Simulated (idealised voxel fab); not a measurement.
Process module, titled voxel spacer lines
Pictured: cross-section cut, 295 nm wide, on a grid of 5 nm square cells.
Cross-section, as written here: a square-cell grid given band by band from the top down, where a band holds one or more rows of cells. Heights first: top, then bottom, in nm. Then materials, left to right, each with a width in nm. "everywhere" on a single material: fills the band edge to edge. "empty": empty space. Heads up on the height convention: 0 is the point under which the incoming wafer is all one material, and the lowest band has no bottom, it just keeps going down, like "0..down". Think of "30..40" as a width that walks from the first number to the second as you go down the band, top row to bottom row, taking equal-sized steps from row to row. What does "all unchanged" mean for a step? It means no cell of the cross-section changed in that step. Closed empty spaces (no open way to the top) of 8 cells or more are what "Voids, sealed" lists, each as width x height at distance from the left edge, nm for all three. Step line, after settings: the simulator's comment on this step. Steps that use a mask can have "overlay nm" on their line. It says how far the mask sat to the right of where it was meant to be. Negative means to the left.
Process steps (planned)
1. RECEIVE [material Si]
2. CONFORMAL_DEP [material Al2O3] [thk nm 5]
3. DIRECTIONAL_DEP [material SiN] [thk nm 15]
4. DIRECTIONAL_DEP [material aC] [thk nm 20]
5. PATTERN [tone cover] [mask id MANDREL] [material resist] [width nm 15] [pitch nm 60] [thk nm 25] [overlay nm 0]
6. DIRECTIONAL_ETCH [etch materials aC] [depth nm 20]
7. STRIP [etch materials resist]
8. CONFORMAL_DEP [material SiO2] [thk nm 15]
9. DIRECTIONAL_ETCH [etch materials SiO2] [depth nm 15]
10. STRIP [etch materials aC]
11. DIRECTIONAL_ETCH [etch materials SiN] [depth nm 15]
12. STRIP [etch materials SiO2]
13. FILL_DEP [material SiO2] [thk nm 10]
14. CMP [height nm 20]
The first of two wafers, run as planned
Wafer cross-section on receipt, i.e. after step 1
    0..down | Si everywhere
    Voids, sealed: none
After step 2, in cross-section
    5..0 | Al2O3 everywhere
    Beneath the level 0, the cross-section is identical to its previous state.
After step 3, in cross-section
    20..5 | SiN everywhere
    Beneath the level 5, the cross-section is identical to its previous state.
After step 4, in cross-section
    40..20 | aC everywhere
    Beneath the level 20, the cross-section is identical to its previous state.
After step 5, in cross-section
    65..40 | empty 110 nm, then resist 15 nm, then empty 45 nm, then resist 15 nm, then empty 110 nm
    Beneath the level 40, the cross-section is identical to its previous state.
After step 6, in cross-section
    45..40 | empty 110 nm, then resist 15 nm, then empty 45 nm, then resist 15 nm, then empty 110 nm
    40..20 | empty 110 nm, then aC 15 nm, then empty 45 nm, then aC 15 nm, then empty 110 nm
    Beneath the level 20, the cross-section is identical to its previous state.
After step 7, in cross-section
    40..20 | empty 110 nm, then aC 15 nm, then empty 45 nm, then aC 15 nm, then empty 110 nm
    Beneath the level 20, the cross-section is identical to its previous state.
After step 8, in cross-section
    55..40 | empty 95 nm, then SiO2 45 nm, then empty 15 nm, then SiO2 45 nm, then empty 95 nm
    40..35 | empty 95 nm, then SiO2 15 nm, then aC 15 nm, then SiO2 15 nm, then empty 15 nm, then SiO2 15 nm, then aC 15 nm, then SiO2 15 nm, then empty 95 nm
    35..20 | SiO2 110 nm, then aC 15 nm, then SiO2 45 nm, then aC 15 nm, then SiO2 110 nm
    Beneath the level 20, the cross-section is identical to its previous state.
After step 9, in cross-section
    40..20 | empty 95 nm, then SiO2 15 nm, then aC 15 nm, then SiO2 15 nm, then empty 15 nm, then SiO2 15 nm, then aC 15 nm, then SiO2 15 nm, then empty 95 nm
    Beneath the level 20, the cross-section is identical to its previous state.
After step 10, in cross-section
    40..20 | empty 95 nm, then SiO2 15 nm, then empty 15 nm, then SiO2 15 nm, then empty 15 nm, then SiO2 15 nm, then empty 15 nm, then SiO2 15 nm, then empty 95 nm
    Beneath the level 20, the cross-section is identical to its previous state.
After step 11, in cross-section
    40..20 | empty 95 nm, then SiO2 15 nm, then empty 15 nm, then SiO2 15 nm, then empty 15 nm, then SiO2 15 nm, then empty 15 nm, then SiO2 15 nm, then empty 95 nm
    20..5 | empty 95 nm, then SiN 15 nm, then empty 15 nm, then SiN 15 nm, then empty 15 nm, then SiN 15 nm, then empty 15 nm, then SiN 15 nm, then empty 95 nm
    Beneath the level 5, the cross-section is identical to its previous state.
After step 12, in cross-section
    20..5 | empty 95 nm, then SiN 15 nm, then empty 15 nm, then SiN 15 nm, then empty 15 nm, then SiN 15 nm, then empty 15 nm, then SiN 15 nm, then empty 95 nm
    Beneath the level 5, the cross-section is identical to its previous state.
After step 13, in cross-section
    30..20 | SiO2 everywhere
    20..5 | SiO2 95 nm, then SiN 15 nm, then SiO2 15 nm, then SiN 15 nm, then SiO2 15 nm, then SiN 15 nm, then SiO2 15 nm, then SiN 15 nm, then SiO2 95 nm
    Beneath the level 5, the cross-section is identical to its previous state.
After step 14, in cross-section
    20..5 | SiO2 95 nm, then SiN 15 nm, then SiO2 15 nm, then SiN 15 nm, then SiO2 15 nm, then SiN 15 nm, then SiO2 15 nm, then SiN 15 nm, then SiO2 95 nm
    Beneath the level 5, the cross-section is identical to its previous state.
Wafer two: like wafer one in start and plan, but with one mistake in execution; identical up to and including step 1
Cross-sectional view of the second wafer at the intended end time of process step 2: all unchanged
Cross-sectional view of the second wafer at the intended end time of process step 3
    15..0 | SiN everywhere
    Beneath the level 0, the cross-section is identical to its previous state.
Cross-sectional view of the second wafer at the intended end time of process step 4
    35..15 | aC everywhere
    Beneath the level 15, the cross-section is identical to its previous state.
Cross-sectional view of the second wafer at the intended end time of process step 5
    60..35 | empty 110 nm, then resist 15 nm, then empty 45 nm, then resist 15 nm, then empty 110 nm
    Beneath the level 35, the cross-section is identical to its previous state.
Cross-sectional view of the second wafer at the intended end time of process step 6
    40..35 | empty 110 nm, then resist 15 nm, then empty 45 nm, then resist 15 nm, then empty 110 nm
    35..15 | empty 110 nm, then aC 15 nm, then empty 45 nm, then aC 15 nm, then empty 110 nm
    Beneath the level 15, the cross-section is identical to its previous state.
Cross-sectional view of the second wafer at the intended end time of process step 7
    35..15 | empty 110 nm, then aC 15 nm, then empty 45 nm, then aC 15 nm, then empty 110 nm
    Beneath the level 15, the cross-section is identical to its previous state.
Cross-sectional view of the second wafer at the intended end time of process step 8
    50..35 | empty 95 nm, then SiO2 45 nm, then empty 15 nm, then SiO2 45 nm, then empty 95 nm
    35..30 | empty 95 nm, then SiO2 15 nm, then aC 15 nm, then SiO2 15 nm, then empty 15 nm, then SiO2 15 nm, then aC 15 nm, then SiO2 15 nm, then empty 95 nm
    30..15 | SiO2 110 nm, then aC 15 nm, then SiO2 45 nm, then aC 15 nm, then SiO2 110 nm
    Beneath the level 15, the cross-section is identical to its previous state.
Cross-sectional view of the second wafer at the intended end time of process step 9
    35..15 | empty 95 nm, then SiO2 15 nm, then aC 15 nm, then SiO2 15 nm, then empty 15 nm, then SiO2 15 nm, then aC 15 nm, then SiO2 15 nm, then empty 95 nm
    Beneath the level 15, the cross-section is identical to its previous state.
Cross-sectional view of the second wafer at the intended end time of process step 10
    35..15 | empty 95 nm, then SiO2 15 nm, then empty 15 nm, then SiO2 15 nm, then empty 15 nm, then SiO2 15 nm, then empty 15 nm, then SiO2 15 nm, then empty 95 nm
    Beneath the level 15, the cross-section is identical to its previous state.
Cross-sectional view of the second wafer at the intended end time of process step 11
    35..15 | empty 95 nm, then SiO2 15 nm, then empty 15 nm, then SiO2 15 nm, then empty 15 nm, then SiO2 15 nm, then empty 15 nm, then SiO2 15 nm, then empty 95 nm
    15..0 | empty 95 nm, then SiN 15 nm, then empty 15 nm, then SiN 15 nm, then empty 15 nm, then SiN 15 nm, then empty 15 nm, then SiN 15 nm, then empty 95 nm
    Beneath the level 0, the cross-section is identical to its previous state.
Cross-sectional view of the second wafer at the intended end time of process step 12
    15..0 | empty 95 nm, then SiN 15 nm, then empty 15 nm, then SiN 15 nm, then empty 15 nm, then SiN 15 nm, then empty 15 nm, then SiN 15 nm, then empty 95 nm
    Beneath the level 0, the cross-section is identical to its previous state.
Cross-sectional view of the second wafer at the intended end time of process step 13
    25..15 | SiO2 everywhere
    15..0 | SiO2 95 nm, then SiN 15 nm, then SiO2 15 nm, then SiN 15 nm, then SiO2 15 nm, then SiN 15 nm, then SiO2 15 nm, then SiN 15 nm, then SiO2 95 nm
    Beneath the level 0, the cross-section is identical to its previous state.
Cross-sectional view of the second wafer at the intended end time of process step 14
    20..15 | SiO2 everywhere
    Beneath the level 15, the cross-section is identical to its previous state.
What was done differently from what was planned? the plan's step 2 was left out and never carried out
at the end the second wafer has, in cells: 59 fewer of Al2O3; 59 more of SiO2
